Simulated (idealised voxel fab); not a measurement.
Proc. module: voxel capacitor over wiring
Xsec cut, 170 nm wide, square cell size 5 nm.
Throughout this document, each cross-section is represented as a grid of square cells and is presented as a sequence of bands enumerated from the top downward, where a band comprises one or more rows of cells.
Quick guide to a band line: top height, bottom height (nm) up front; then every material left to right with its width in nm. Only one material and it's marked "throughout"? Then it fills the band edge to edge. And "air" just means empty space.
Heights are reckoned from 0. Under this level, the received wafer is all of one material. The bottommost band is open-ended downward, for example "0 down".
Think of "30->40" as a width that walks from the first number to the second as you go down the band, top row to bottom row, taking equal-sized steps from row to row.
Key: "everything unchanged" - step with no changed cell in the cross-section.
Enclosed voids (no open way to top), threshold 8 cells or more, entry "Enclosed void inventory", notation width x height at distance, distance from left edge, nm.
Post-settings text on a step line: simulator's own remark regarding the step.
If you see "overlay nm" on a step's line and that step has a mask, it's telling you how far right of where it was planned the mask ended up; a negative number means it went left instead.

-- Process steps foreseen in the plan
1: RECEIVE, material Si
2: CONFORMAL_DEP, material SiO2, thk nm 10
3: DIRECTIONAL_DEP, material TiN, thk nm 5
4: DIRECTIONAL_DEP, material Ru, thk nm 15
5: PATTERN, tone cover, mask id METAL_1, material resist, width nm 25, pitch nm 85, thk nm 15, overlay nm 0
6: DIRECTIONAL_ETCH, etch materials Ru, depth nm 15
7: DIRECTIONAL_ETCH, etch materials TiN, depth nm 5
8: STRIP, etch materials resist
9: FILL_DEP, material lowk, thk nm 10
10: CMP, height nm 30
11: CONFORMAL_DEP, material SiCN, thk nm 5
12: DIRECTIONAL_DEP, material lowk, thk nm 10
13: PATTERN, tone open, mask id PLUG_1, material resist, width nm 15, thk nm 15, overlay nm 0
14: DIRECTIONAL_ETCH, etch materials lowk, depth nm 10
15: DIRECTIONAL_ETCH, etch materials SiCN, depth nm 5
16: STRIP, etch materials resist
17: EPI, material Ru, thk nm 10
18: EPI, material Ru, thk nm 5
19: DIRECTIONAL_DEP, material TiN, thk nm 10
20: DIRECTIONAL_DEP, material Al2O3, thk nm 5
21: DIRECTIONAL_DEP, material TiN, thk nm 5
22: MASKED_ETCH, tone cover, mask id UPPER_PLATE, width nm 65, etch materials TiN, depth nm 5, overlay nm 0
23: MASKED_ETCH, tone cover, mask id UPPER_PLATE, width nm 65, etch materials Al2O3, depth nm 5, overlay nm 0
24: DIRECTIONAL_DEP, material aC, thk nm 15
25: PATTERN, tone cover, mask id LOWER_PLATE, material resist, width nm 75, thk nm 35, overlay nm 0
26: DIRECTIONAL_ETCH, etch materials aC, depth nm 15
27: STRIP, etch materials resist
28: DIRECTIONAL_ETCH, etch materials TiN, depth nm 10
29: STRIP, etch materials aC
30: FILL_DEP, material SiO2, thk nm 20
31: CMP, height nm 80
32: DIRECTIONAL_DEP, material aC, thk nm 15
33: PATTERN, tone open, mask id PLUG_2, material resist, width nm 15, thk nm 30, overlay nm 0
34: DIRECTIONAL_ETCH, etch materials aC, depth nm 15
35: STRIP, etch materials resist
36: DIRECTIONAL_ETCH, etch materials SiO2, depth nm 15
37: STRIP, etch materials aC
38: CONFORMAL_DEP, material TiN, thk nm 5
39: FILL_DEP, material Cu, thk nm 5
40: CMP, height nm 80
41: CONFORMAL_DEP, material SiN, thk nm 5

-- The cross-section here shows the wafer as received, i.e. in its state after step 1
* 0 down | Si throughout
* Enclosed void inventory: none

-- Post-module cross-section of the first of two wafers (run per plan)
* 85 to 80 | SiN throughout
* 80 to 70 | SiO2 50 nm, TiN 5 nm, Cu 5 nm, TiN 5 nm, SiO2 105 nm
* 70 to 60 | SiO2 50->40 nm, TiN 15->65 nm, SiO2 105->65 nm
* 60 to 55 | SiO2 40 nm, Al2O3 65 nm, SiO2 65 nm
* 55 to 45 | SiO2 35 nm, TiN 75 nm, SiO2 60 nm
* 45 to 35 | lowk 40 nm, Ru 15 nm, lowk 115 nm
* 35 to 30 | SiCN 40 nm, Ru 15 nm, SiCN 115 nm
* 30 to 15 | lowk 30 nm, Ru 25 nm, lowk 60 nm, Ru 25 nm, lowk 30 nm
* 15 to 10 | lowk 30 nm, TiN 25 nm, lowk 60 nm, TiN 25 nm, lowk 30 nm
* 10 to 0 | SiO2 throughout
* 0 down | Si throughout
* Enclosed void inventory: none

-- This cross-section belongs to the second wafer of two at the end of the module; the start and the plan were shared with the first, and the run included one mistake
* 85 to 80 | SiN throughout
* 80 to 75 | SiO2 50 nm, TiN 5 nm, Cu 5 nm, TiN 5 nm, SiO2 105 nm
* 75 to 70 | SiO2 50 nm, TiN 15 nm, SiO2 105 nm
* 70 to 65 | SiO2 40 nm, TiN 5 nm, SiO2 5 nm, TiN 55 nm, SiO2 65 nm
* 65 to 60 | SiO2 40 nm, Al2O3 5 nm, TiN 5 nm, Al2O3 55 nm, SiO2 65 nm
* 60 to 55 | Ru 45 nm, Al2O3 5 nm, Ru 120 nm
* 55 to 50 | TiN 40 nm, Ru 15 nm, TiN 115 nm
* 50 to 45 | TiN throughout
* 45 to 40 | lowk 40 nm, TiN 15 nm, lowk 115 nm
* 40 to 35 | lowk 40 nm, Ru 15 nm, lowk 115 nm
* 35 to 30 | SiCN 40 nm, Ru 15 nm, SiCN 115 nm
* 30 to 15 | lowk 30 nm, Ru 25 nm, lowk 60 nm, Ru 25 nm, lowk 30 nm
* 15 to 10 | lowk 30 nm, TiN 25 nm, lowk 60 nm, TiN 25 nm, lowk 30 nm
* 10 to 0 | SiO2 throughout
* 0 down | Si throughout
* Enclosed void inventory: none
What went wrong in running the wafer? steps 18 and 19: order swapped relative to plan
at the end the second wafer has, in cells: 1 fewer of Cu | 33 more of Ru | 68 fewer of SiO2 | 36 more of TiN
